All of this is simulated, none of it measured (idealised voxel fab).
process module | voxel air gaps
cross-section cut | 185 nm wide | cells 5 nm
A cross-section is a grid of square cells, given in bands from the top down. A band is one or more rows of cells.
Each band's line starts with the height of the band's top and of its bottom, in nm. Then come its materials from left to right, each with its width in nm. One material with "throughout" fills the band from edge to edge. "air" is empty space.
Height 0 is the level under which the wafer as received is all one material. The lowest band goes on downwards, as in "0 down".
A width such as "30 to 40" changes by the same amount from each row of cells to the next, from the band's top row to its bottom row.
"no change" after a step means that no cell of the cross-section changed.
closed voids: empty space of 8 cells or more with no open way to the top, each as width x height at its distance from the left edge, in nm
after a step's settings: what the simulator itself notes on the step
overlay nm, on a step with a mask: how far to the right of its planned place the mask lay; to the left if negative
plan
1 op RECEIVE | material Si
2 op CONFORMAL_DEP | material SiO2 | thk nm 15
3 op CONFORMAL_DEP | material SiN | thk nm 5
4 op DIRECTIONAL_DEP | material SiO2 | thk nm 40
5 op PATTERN | tone open | mask id LINES | material resist | width nm 25 | pitch nm 50 | thk nm 15 | overlay nm 0
6 op DIRECTIONAL_ETCH | etch materials SiO2 | depth nm 40
7 op STRIP | etch materials resist
8 op CONFORMAL_DEP | material TiN | thk nm 5
9 op FILL_DEP | material W | thk nm 10
10 op CMP | height nm 60
11 op EPI | material Ru | thk nm 10
12 op SELECTIVE_ETCH | etch materials SiO2 | depth nm 50
13 op CONFORMAL_DEP | material SiCN | thk nm 5
as received, after step 1
  0 down: Si throughout
  closed voids: none
a wafer at the end: this start, this plan, one mistake
  75 to 70: air 15 | SiCN 155 | air 15
  70 to 60: air 15 | SiCN 5 | Ru 45 | SiCN 5 | Ru 45 | SiCN 5 | Ru 45 | SiCN 5 | air 15
  60 to 55: air 15 | SiCN 15 | TiN 5 | W 15 | TiN 5 | SiCN 25 | TiN 5 | W 15 | TiN 5 | SiCN 25 | TiN 5 | W 15 | TiN 5 | SiCN 15 | air 15
  55 to 30: air 25 | SiCN 5 | TiN 5 | W 15 | TiN 5 | SiCN 5 | air 15 | SiCN 5 | TiN 5 | W 15 | TiN 5 | SiCN 5 | air 15 | SiCN 5 | TiN 5 | W 15 | TiN 5 | SiCN 5 | air 25
  30 to 25: SiCN 30 | TiN 25 | SiCN 25 | TiN 25 | SiCN 25 | TiN 25 | SiCN 30
  25 to 20: SiN throughout
  20 to 0: SiO2 throughout
  0 down: Si throughout
  closed voids: 15 x 25 at 60; 15 x 25 at 110
what went wrong: step 2 ran as: op CONFORMAL_DEP | material SiO2 | thk nm 20
